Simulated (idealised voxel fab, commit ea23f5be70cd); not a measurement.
Name of the process module below: voxel plated lines
It is cross-section cut that appears here, measuring 285 nm in width, its square cells being 5 nm in size.
In what follows, cross-sections appear as grids of square cells, described through bands that run from the top down, where every band is one or more rows of cells.
It is stipulated that each band's entry specify, in nanometres, the height of the top of the band and then that of its bottom, followed by the materials of the band in left-to-right sequence, each together with its width in nanometres. A single material marked by the word "throughout" is understood to fill the band from edge to edge; the word "empty" is understood to denote empty space.
Height is counted from the level 0, under which the received wafer is composed throughout of one material. The lowest of the bands is not closed at the bottom but continues downward, in the notation "z 0 and below".
Note: "30->40" means the width goes from the first number (top row of the band) to the second number (bottom row) in equal steps per row of cells.
No cell of the cross-section changed in a step that is given as "no modifications".
Entry "Closed internal voids" = empty spaces >= 8 cells with no open way to the top; each as width x height at distance, distance from left edge, all nm.
The remark found on a step's line after its settings is issued by the simulator itself and pertains to that step.
overlay nm: right-of-plan distance of the mask on a masked step; negative values mean left-of-plan.

Planned step list for the process
| 1 | RECEIVE: material Si |
| 2 | CONFORMAL_DEP: material SiN, thk nm 5 |
| 3 | DIRECTIONAL_DEP: material TiN, thk nm 5 |
| 4 | PATTERN: tone open, mask id LINES, material resist, width nm 30, pitch nm 60, thk nm 15, overlay nm 0 |
| 5 | EPI: material Ru, thk nm 10 |
| 6 | STRIP: etch materials resist |
| 7 | DIRECTIONAL_ETCH: etch materials TiN, depth nm 5 |
| 8 | CONFORMAL_DEP: material SiN, thk nm 10 |
For this document, wafers share an identical start and vary in the step 2 thk nm; the plan quotes the first wafer's value.

The first of several wafers, as received after step 1, seen in section
    z 0 and below = Si throughout
    Closed internal voids: none

Note: the following table is arranged by wafer, a row apiece. Each row reports the end-of-module state: per material, cells gained (+) or cells lost (-) compared with the wafer as received; closed voids follow
thk nm 5 | +24 Ru | +195 SiN | +12 TiN | Closed internal voids: none
thk nm 10 | +24 Ru | +252 SiN | +12 TiN | Closed internal voids: none
thk nm 15 | +24 Ru | +309 SiN | +12 TiN | Closed internal voids: none
thk nm 20 | +24 Ru | +366 SiN | +12 TiN | Closed internal voids: none
thk nm 25 | +24 Ru | +423 SiN | +12 TiN | Closed internal voids: none
